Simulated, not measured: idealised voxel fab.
Proc. module: voxel wiring stack
Cross-sectional view cut (width: 260 nm; square cell size: 5 nm).
A cross-section is a grid of square cells, given in bands from the top down. A band is one or more rows of cells. Within each band entry, the heights of the top and of the bottom of the band appear first, in that order and in nm; the materials of the band then follow from left to right, each with its corresponding width in nm. The designation "everywhere" on a single material indicates that it fills the band from edge to edge; the designation "air" indicates empty space. We count height from 0. Below that, the starting wafer is all one material. The lowest band never ends at the bottom but goes on down; see "0 and below" for how that is written. You'd read "30 to 40" like this: the band's top row of cells is as wide as the first number, its bottom row is as wide as the second, and going down, every row changes width by the same amount as the row before did. Reading "everything unchanged" for a step: not a cell of the cross-section changed in it. Listed in "Completely enclosed voids": every empty space of 8 or more cells without an open way to the top. Form: width x height at distance, the distance being from the left edge, all in nm. after a step's settings: what the simulator itself notes on the step. "overlay nm" on a masked step: distance the mask lay right of its planned place, negative for left.

SET OUT BELOW ARE THE PLANNED STEPS OF THE PROCESS
1) RECEIVE | material Si
2) CONFORMAL_DEP | material SiO2 | thk nm 10
3) CONFORMAL_DEP | material SiCN | thk nm 5
4) DIRECTIONAL_DEP | material SiO2 | thk nm 20
5) PATTERN | tone open | mask id METAL_1 | material resist | width nm 25 | pitch nm 40 | thk nm 15 | overlay nm 0
6) DIRECTIONAL_ETCH | etch materials SiO2 | depth nm 20
7) DIRECTIONAL_ETCH | etch materials SiCN | depth nm 5
8) STRIP | etch materials resist
9) CONFORMAL_DEP | material TiN | thk nm 5
10) FILL_DEP | material W | thk nm 10
11) CMP | height nm 35
12) CONFORMAL_DEP | material SiCN | thk nm 5
13) DIRECTIONAL_DEP | material SiO2 | thk nm 25
14) PATTERN | tone open | mask id METAL_2 | material resist | width nm 25 | pitch nm 40 | thk nm 20 | overlay nm 0
15) DIRECTIONAL_ETCH | etch materials SiO2 | depth nm 15
16) STRIP | etch materials resist
17) PATTERN | tone open | mask id METAL_2_HOLES | material resist | width nm 15 | pitch nm 80 | thk nm 20 | overlay nm 0
18) DIRECTIONAL_ETCH | etch materials SiO2 | depth nm 10
19) DIRECTIONAL_ETCH | etch materials SiCN | depth nm 5
20) STRIP | etch materials resist
21) CONFORMAL_DEP | material TiN | thk nm 5
22) FILL_DEP | material Cu | thk nm 10
23) CMP | height nm 65
24) CONFORMAL_DEP | material SiN | thk nm 5
What sets these wafers apart? The width nm at step 17. They all start alike, and the plan carries the first wafer's value.

CROSS-SECTIONAL VIEW OF THE FIRST OF SEVERAL WAFERS IN THE AS-RECEIVED CONDITION, CORRESPONDING TO THE STATE FOLLOWING STEP 1
* 0 and below  Si everywhere
* Completely enclosed voids: none

QUICK LOOK AT THE CROSS-SECTION OF THE FIRST OF SEVERAL WAFERS AFTER STEP 24, WHICH WRAPS UP THE MODULE
* 70 down to 65  SiN everywhere
* 65 down to 55  55 of SiO2; 5 of TiN; 15 of Cu; 5 of TiN; 15 of SiO2; 5 of TiN; 15 of Cu; 5 of TiN; 15 of SiO2; 5 of TiN; 15 of Cu; 5 of TiN; 15 of SiO2; 5 of TiN; 15 of Cu; 5 of TiN; 60 of SiO2
* 55 down to 50  55 of SiO2; 5 of TiN; 5 of Cu; 15 of TiN; 15 of SiO2; 25 of TiN; 15 of SiO2; 5 of TiN; 5 of Cu; 15 of TiN; 15 of SiO2; 25 of TiN; 60 of SiO2
* 50 down to 40  55 of SiO2; 5 of TiN; 5 of Cu; 5 of TiN; 65 of SiO2; 5 of TiN; 5 of Cu; 5 of TiN; 110 of SiO2
* 40 down to 35  55 of SiCN; 15 of TiN; 65 of SiCN; 15 of TiN; 110 of SiCN
* 35 down to 15  55 of SiO2; 5 of TiN; 15 of W; 5 of TiN; 15 of SiO2; 5 of TiN; 15 of W; 5 of TiN; 15 of SiO2; 5 of TiN; 15 of W; 5 of TiN; 15 of SiO2; 5 of TiN; 15 of W; 5 of TiN; 60 of SiO2
* 15 down to 10  55 of SiCN; 25 of TiN; 15 of SiCN; 25 of TiN; 15 of SiCN; 25 of TiN; 15 of SiCN; 25 of TiN; 60 of SiCN
* 10 down to 0  SiO2 everywhere
* 0 and below  Si everywhere
* Completely enclosed voids: none

THE FINAL WAFER, SECTIONED AT MODULE END
* 70 down to 65  SiN everywhere
* 65 down to 55  50 of SiO2; 5 to 10 of TiN; 20 to 15 of Cu; 5 of TiN; 15 of SiO2; 5 of TiN; 15 of Cu; 5 of TiN; 10 of SiO2; 5 to 10 of TiN; 20 to 15 of Cu; 5 of TiN; 15 of SiO2; 5 of TiN; 15 of Cu; 5 of TiN; 60 of SiO2
* 55 down to 50  55 of SiO2; 5 of TiN; 15 of Cu; 5 of TiN; 15 of SiO2; 25 of TiN; 15 of SiO2; 5 of TiN; 15 of Cu; 5 of TiN; 15 of SiO2; 25 of TiN; 60 of SiO2
* 50 down to 40  55 of SiO2; 5 of TiN; 15 of Cu; 5 of TiN; 55 of SiO2; 5 of TiN; 15 of Cu; 5 of TiN; 100 of SiO2
* 40 down to 35  55 of SiCN; 25 of TiN; 55 of SiCN; 25 of TiN; 100 of SiCN
* 35 down to 15  55 of SiO2; 5 of TiN; 15 of W; 5 of TiN; 15 of SiO2; 5 of TiN; 15 of W; 5 of TiN; 15 of SiO2; 5 of TiN; 15 of W; 5 of TiN; 15 of SiO2; 5 of TiN; 15 of W; 5 of TiN; 60 of SiO2
* 15 down to 10  55 of SiCN; 25 of TiN; 15 of SiCN; 25 of TiN; 15 of SiCN; 25 of TiN; 15 of SiCN; 25 of TiN; 60 of SiCN
* 10 down to 0  SiO2 everywhere
* 0 and below  Si everywhere
* Completely enclosed voids: none

TABULATED BELOW, WAFER BY WAFER, ARE THE END-OF-MODULE RESULTS: FOR EACH MATERIAL, THE NUMBER OF CELLS GAINED (+) OR LOST (-) RELATIVE TO THE AS-RECEIVED STATE, FOLLOWED BY THE CLOSED VOIDS
width nm 15; +30 Cu; +78 SiCN; +52 SiN; +420 SiO2; +100 TiN; +48 W; Completely enclosed voids: none
width nm 20; +36 Cu; +76 SiCN; +52 SiN; +416 SiO2; +100 TiN; +48 W; Completely enclosed voids: none
width nm 25; +38 Cu; +76 SiCN; +52 SiN; +412 SiO2; +102 TiN; +48 W; Completely enclosed voids: none
width nm 30; +44 Cu; +74 SiCN; +52 SiN; +408 SiO2; +102 TiN; +48 W; Completely enclosed voids: none
